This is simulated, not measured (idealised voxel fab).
The document below concerns the process module designated voxel capacitor over wiring.
Cross-section cut spans 225 nm and uses square cells 5 nm in size.
When this document writes out a cross-section, it uses a grid of square cells and lists it as bands, beginning at the top and moving down, with a band standing for one or more rows of cells. In this notation a band is specified by the heights of its top and bottom, in that order and in nm, after which its materials appear from left to right, each paired with its width in nm. The word "everywhere" attached to a single material means that material fills the band from edge to edge; the word "blank" stands for empty space. A quick word on heights: they are counted from 0, and under that level the wafer as it came to us is one material throughout. The lowest band is different from the rest in having no bottom; it simply continues downward, written as in "from 0 down". Width spec "30..40" -> top row of cells at first value, bottom row at second value, equal per-row change in between. "remained the same", as given for a step, is the statement that not any cell of the cross-section underwent a change during that step. "Closed internal cavities" specifies each empty space that is not open to the top and that occupies no fewer than 8 cells, using the form width x height at distance, the distance measured from the left edge and all three quantities in nm. The remark found on a step's line after its settings is issued by the simulator itself and pertains to that step. You can add "overlay nm" to a step's line. For a step with a mask, it describes how far the mask lay to the right of its planned position, and a negative number describes a lay to the left.
[List of planned process steps]
1) RECEIVE with material Si
2) CONFORMAL_DEP with material SiO2, thk nm 10
3) DIRECTIONAL_DEP with material TiN, thk nm 5
4) DIRECTIONAL_DEP with material Ru, thk nm 20
5) PATTERN with tone cover, mask id METAL_1, material resist, width nm 20, pitch nm 80, thk nm 15, overlay nm 0
6) DIRECTIONAL_ETCH with etch materials Ru, depth nm 20
7) DIRECTIONAL_ETCH with etch materials TiN, depth nm 5
8) STRIP with etch materials resist
9) FILL_DEP with material lowk, thk nm 10
10) CMP with height nm 35
11) CONFORMAL_DEP with material SiCN, thk nm 5
12) DIRECTIONAL_DEP with material lowk, thk nm 20
13) DIRECTIONAL_DEP with material aC, thk nm 15
14) PATTERN with tone open, mask id PLUG_1, material resist, width nm 15, thk nm 35, overlay nm 0
15) DIRECTIONAL_ETCH with etch materials aC, depth nm 15
16) STRIP with etch materials resist
17) DIRECTIONAL_ETCH with etch materials lowk, depth nm 20
18) DIRECTIONAL_ETCH with etch materials SiCN, depth nm 5
19) STRIP with etch materials aC
20) CONFORMAL_DEP with material TiN, thk nm 5
21) FILL_DEP with material W, thk nm 10
22) CMP with height nm 60
23) DIRECTIONAL_DEP with material TiN, thk nm 5
24) DIRECTIONAL_DEP with material Al2O3, thk nm 5
25) DIRECTIONAL_DEP with material TiN, thk nm 5
26) MASKED_ETCH with tone cover, mask id UPPER_PLATE, width nm 65, etch materials TiN, depth nm 5, overlay nm 0
27) MASKED_ETCH with tone cover, mask id UPPER_PLATE, width nm 65, etch materials Al2O3, depth nm 5, overlay nm 0
28) DIRECTIONAL_DEP with material aC, thk nm 15
29) PATTERN with tone cover, mask id LOWER_PLATE, material resist, width nm 75, thk nm 30, overlay nm 0
30) DIRECTIONAL_ETCH with etch materials aC, depth nm 15
31) STRIP with etch materials resist
32) DIRECTIONAL_ETCH with etch materials TiN, depth nm 5
33) STRIP with etch materials aC
34) FILL_DEP with material SiO2, thk nm 20
35) CMP with height nm 90
36) DIRECTIONAL_DEP with material aC, thk nm 10
37) PATTERN with tone open, mask id PLUG_2, material resist, width nm 15, thk nm 30, overlay nm 0
38) DIRECTIONAL_ETCH with etch materials aC, depth nm 10
39) STRIP with etch materials resist
40) DIRECTIONAL_ETCH with etch materials SiO2, depth nm 15
41) STRIP with etch materials aC
42) CONFORMAL_DEP with material TiN, thk nm 5
43) FILL_DEP with material Cu, thk nm 5
44) CMP with height nm 90
45) CONFORMAL_DEP with material SiCN, thk nm 5
[This is the cross-section of the wafer as we received it, i.e. after step 1]
    from 0 down | Si everywhere
    Closed internal cavities: none
[Cross-sectional view of the first of the two wafers upon completion of the module, processed in accordance with the plan]
    from 95 to 90 | SiCN everywhere
    from 90 to 80 | SiO2 75 | TiN 5 | Cu 5 | TiN 5 | SiO2 135
    from 80 to 70 | SiO2 75..65 | TiN 15..65 | SiO2 135..95
    from 70 to 65 | SiO2 65 | Al2O3 65 | SiO2 95
    from 65 to 60 | SiO2 60 | TiN 75 | SiO2 90
    from 60 to 40 | lowk 65 | TiN 5 | W 5 | TiN 5 | lowk 145
    from 40 to 35 | SiCN 65 | TiN 15 | SiCN 145
    from 35 to 15 | lowk 60 | Ru 20 | lowk 60 | Ru 20 | lowk 65
    from 15 to 10 | lowk 60 | TiN 20 | lowk 60 | TiN 20 | lowk 65
    from 10 to 0 | SiO2 everywhere
    from 0 down | Si everywhere
    Closed internal cavities: none
[Module end: cross-section of wafer two of two. Same start and process plan as the first wafer. One mistake during execution]
    from 95 to 90 | SiCN everywhere
    from 90 to 80 | SiO2 75 | TiN 5 | Cu 5 | TiN 5 | SiO2 135
    from 80 to 70 | SiO2 75..65 | TiN 15..65 | SiO2 135..95
    from 70 to 65 | SiO2 65 | Al2O3 65 | SiO2 95
    from 65 to 60 | SiO2 60 | TiN 75 | SiO2 90
    from 60 to 40 | lowk 65 | TiN 5 | W 5 | TiN 5 | lowk 145
    from 40 to 35 | SiCN 65 | TiN 15 | SiCN 145
    from 35 to 15 | lowk 60 | Ru 20 | lowk 60 | Ru 20 | lowk 65
    from 15 to 10 | Ru everywhere
    from 10 to 0 | SiO2 everywhere
    from 0 down | Si everywhere
    Closed internal cavities: none
Which mistake was made when the wafer was run? step 3 ran differently from the plan; actual operation with settings: DIRECTIONAL_DEP with material Ru, thk nm 5
Count the cells at the end and the second wafer has more or fewer of some materials than the first: +45 Ru; -8 TiN; -37 lowk
